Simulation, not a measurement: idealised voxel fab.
A process module follows: voxel wiring stack.
Square cells of 5 nm make up the cross-section cut, whose width is 245 nm.
Throughout this document, each cross-section is represented as a grid of square cells and is presented as a sequence of bands enumerated from the top downward, where a band comprises one or more rows of cells. Band: top height; bottom height; in nm. Then, left to right: material with width in nm, for each material. "all across": a single material spanning edge to edge. "empty": empty space. Heights are measured from 0, the level below which the as-received wafer is all one material; the lowest band has no bottom and continues downward, written as in "0 down". Top row gets the first number, bottom row gets the second, and each row in between changes by the same step: that is how a band width like "30 to 40" works. Any step labelled "no modifications" changed none of the cells in the cross-section. "Sealed void inventory": sealed empty spaces, 8 cells or more, no open way to top, listed width x height at distance, with distance from the left edge and width, height and distance in nm. Past the settings on a step's line: simulator remark, on that step. overlay nm: on a step with a mask, how far right of its planned place the mask lay; negative means left.
## The process steps that were planned are listed below
1 RECEIVE,material Si
2 CONFORMAL_DEP,material SiO2,thk nm 15
3 DIRECTIONAL_DEP,material TiN,thk nm 5
4 DIRECTIONAL_DEP,material Ru,thk nm 15
5 DIRECTIONAL_DEP,material aC,thk nm 15
6 PATTERN,tone cover,mask id METAL_1,material resist,width nm 30,pitch nm 50,thk nm 30,overlay nm 0
7 DIRECTIONAL_ETCH,etch materials aC,depth nm 15
8 STRIP,etch materials resist
9 DIRECTIONAL_ETCH,etch materials Ru,depth nm 15
10 DIRECTIONAL_ETCH,etch materials TiN,depth nm 5
11 STRIP,etch materials aC
12 FILL_DEP,material SiO2,thk nm 5
13 CMP,height nm 35
14 CONFORMAL_DEP,material SiCN,thk nm 5
15 DIRECTIONAL_DEP,material lowk,thk nm 30
16 PATTERN,tone open,mask id METAL_2,material resist,width nm 30,pitch nm 50,thk nm 15,overlay nm 0
17 DIRECTIONAL_ETCH,etch materials lowk,depth nm 15
18 STRIP,etch materials resist
19 PATTERN,tone open,mask id METAL_2_HOLES,material resist,width nm 15,pitch nm 50,thk nm 15,overlay nm 0
20 DIRECTIONAL_ETCH,etch materials lowk,depth nm 15
21 DIRECTIONAL_ETCH,etch materials SiCN,depth nm 5
22 STRIP,etch materials resist
23 CONFORMAL_DEP,material TiN,thk nm 5
24 FILL_DEP,material Cu,thk nm 10
25 CMP,height nm 70
26 CONFORMAL_DEP,material SiCN,thk nm 5
27 DIRECTIONAL_DEP,material lowk,thk nm 30
28 PATTERN,tone open,mask id METAL_3,material resist,width nm 30,pitch nm 50,thk nm 20,overlay nm 0
29 DIRECTIONAL_ETCH,etch materials lowk,depth nm 15
30 STRIP,etch materials resist
31 PATTERN,tone open,mask id METAL_3_HOLES,material resist,width nm 15,thk nm 15,overlay nm 0
32 DIRECTIONAL_ETCH,etch materials lowk,depth nm 15
33 DIRECTIONAL_ETCH,etch materials SiCN,depth nm 5
34 STRIP,etch materials resist
35 CONFORMAL_DEP,material TiN,thk nm 5
36 FILL_DEP,material Cu,thk nm 10
37 CMP,height nm 105
38 CONFORMAL_DEP,material SiN,thk nm 5
## Here's what the wafer looked like in cross-section when it arrived - that's after step 1
  0 down = Si all across
  Sealed void inventory: none
## End-of-module cross-section of the first of two wafers, processed as planned
  110 to 105 = SiN all across
  105 to 95 = lowk=80, TiN=5, Cu=20, TiN=5, lowk=20, TiN=5, Cu=20, TiN=5, lowk=85
  95 to 90 = lowk=80, TiN=5, Cu=5, TiN=20, lowk=20, TiN=30, lowk=85
  90 to 75 = lowk=80, TiN=5, Cu=5, TiN=5, lowk=150
  75 to 70 = SiCN=80, TiN=15, SiCN=150
  70 to 60 = lowk=80, TiN=5, Cu=20, TiN=5, lowk=20, TiN=5, Cu=20, TiN=5, lowk=85
  60 to 55 = lowk=80, TiN=5, Cu=5, TiN=20, lowk=20, TiN=5, Cu=5, TiN=20, lowk=85
  55 to 40 = lowk=80, TiN=5, Cu=5, TiN=5, lowk=35, TiN=5, Cu=5, TiN=5, lowk=100
  40 to 35 = SiCN=80, TiN=15, SiCN=35, TiN=15, SiCN=100
  35 to 20 = SiO2=80, Ru=30, SiO2=20, Ru=30, SiO2=85
  20 to 15 = SiO2=80, TiN=30, SiO2=20, TiN=30, SiO2=85
  15 to 0 = SiO2 all across
  0 down = Si all across
  Sealed void inventory: none
## Here's the second of our two wafers sectioned at module end. Same start as the first, same plan, but one mistake got made running it
  110 to 105 = SiN all across
  105 to 90 = lowk=80, TiN=5, Cu=5, TiN=5, lowk=150
  90 to 85 = SiCN=80, TiN=15, SiCN=150
  85 to 75 = Cu all across
  75 to 70 = TiN=85, Cu=20, TiN=30, Cu=20, TiN=90
  70 to 60 = lowk=80, TiN=5, Cu=20, TiN=5, lowk=20, TiN=5, Cu=20, TiN=5, lowk=85
  60 to 55 = lowk=80, TiN=5, Cu=5, TiN=20, lowk=20, TiN=5, Cu=5, TiN=20, lowk=85
  55 to 40 = lowk=80, TiN=5, Cu=5, TiN=5, lowk=35, TiN=5, Cu=5, TiN=5, lowk=100
  40 to 35 = SiCN=80, TiN=15, SiCN=35, TiN=15, SiCN=100
  35 to 20 = SiO2=80, Ru=30, SiO2=20, Ru=30, SiO2=85
  20 to 15 = SiO2=80, TiN=30, SiO2=20, TiN=30, SiO2=85
  15 to 0 = SiO2 all across
  0 down = Si all across
  Sealed void inventory: none
What was done differently from what was planned? plan step 25 was not performed, having been skipped
Once processing is complete, comparing cell counts shows that the second wafer has more or fewer of certain materials than the first: Cu: 89 more, TiN: 22 more, lowk: 111 fewer
